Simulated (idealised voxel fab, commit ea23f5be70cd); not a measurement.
The following process module bears the name voxel lift off.
Cross-section cut: width 215 nm, square cells of 5 nm.
When this document writes out a cross-section, it uses a grid of square cells and lists it as bands, beginning at the top and moving down, with a band standing for one or more rows of cells. Band entry format. Leading values: height of top, height of bottom, nm. Remainder: materials in left-to-right order, each with its width in nm. Special words: "full width" on a single material, which then fills the band edge to edge; "air", empty space. Heights are expressed relative to 0, this being the level below which the as-received wafer comprises one material exclusively. The lowest band is unbounded in the downward direction and is denoted as in "from 0 down". With a width like "30 to 40", each row of cells in the band differs from the next by the same amount, the top row carrying the first number and the bottom row the second. Where the words "all unchanged" appear for a step, the cross-section shows no cell changed by that step; every cell remained as before. Any empty space of 8 cells or more lacking an open way to the top shows up in "closed voids" as width x height at distance, distance from the left edge, in nm. Text after the settings on a step's line: the simulator's own remark on that step. "overlay nm", when on a step's line for a step with a mask, measures how far to the right of its planned place the mask lay; a negative measure means to the left.

# These are the steps we planned for the process
1,RECEIVE | material Si
2,CONFORMAL_DEP | material Al2O3 | thk nm 15
3,PATTERN | tone open | mask id LINES | material resist | width nm 15 | pitch nm 30 | thk nm 20 | overlay nm 0
4,DIRECTIONAL_DEP | material Ru | thk nm 10
5,STRIP | etch materials resist
6,CONFORMAL_DEP | material SiO2 | thk nm 5

# On the first of the two wafers: run conducted according to plan

# as received, after step 1
> from 0 down: Si full width
> closed voids: none

# How the wafer stands in section after step 2
> from 15 to 0: Al2O3 full width
> Unchanged below 0.

# How the wafer stands in section after step 3
> from 35 to 15: resist (85), air (15), resist (15), air (15), resist (85)
> Unchanged below 15.

# How the wafer stands in section after step 4
> from 45 to 35: Ru (85), air (15), Ru (15), air (15), Ru (85)
> from 35 to 25: resist (85), air (15), resist (15), air (15), resist (85)
> from 25 to 15: resist (85), Ru (15), resist (15), Ru (15), resist (85)
> Unchanged below 15.

# How the wafer stands in section after step 5
> from 25 to 15: air (85), Ru (15), air (15), Ru (15), air (85)
> Unchanged below 15.

# How the wafer stands in section after step 6
> from 30 to 25: air (80), SiO2 (25), air (5), SiO2 (25), air (80)
> from 25 to 20: air (80), SiO2 (5), Ru (15), SiO2 (5), air (5), SiO2 (5), Ru (15), SiO2 (5), air (80)
> from 20 to 15: SiO2 (85), Ru (15), SiO2 (15), Ru (15), SiO2 (85)
> Unchanged below 15.

# It is to be noted that the second wafer proceeded from the same initial state and according to the same plan as the first, although one mistake was committed in its execution; through step 1, inclusive, the two wafers share an identical history

# Cross-section: second wafer, time at which step 2 was scheduled to end
> from 15 to 0: Ru full width
> Unchanged below 0.

# Cross-section: second wafer, time at which step 3 was scheduled to end
> from 35 to 15: resist (85), air (15), resist (15), air (15), resist (85)
> Unchanged below 15.

# Cross-section: second wafer, time at which step 4 was scheduled to end
> from 45 to 35: Ru (85), air (15), Ru (15), air (15), Ru (85)
> from 35 to 25: resist (85), air (15), resist (15), air (15), resist (85)
> from 25 to 15: resist (85), Ru (15), resist (15), Ru (15), resist (85)
> Unchanged below 15.

# Cross-section: second wafer, time at which step 5 was scheduled to end
> from 25 to 15: air (85), Ru (15), air (15), Ru (15), air (85)
> Unchanged below 15.

# Cross-section: second wafer, time at which step 6 was scheduled to end
> from 30 to 25: air (80), SiO2 (25), air (5), SiO2 (25), air (80)
> from 25 to 20: air (80), SiO2 (5), Ru (15), SiO2 (5), air (5), SiO2 (5), Ru (15), SiO2 (5), air (80)
> from 20 to 15: SiO2 (85), Ru (15), SiO2 (15), Ru (15), SiO2 (85)
> Unchanged below 15.
Run error: rather than as planned, step 2 actually ran as CONFORMAL_DEP | material Ru | thk nm 15
Wafer comparison, final, in cells, second relative to first, materials more or fewer: Al2O3: 129 fewer; Ru: 129 more
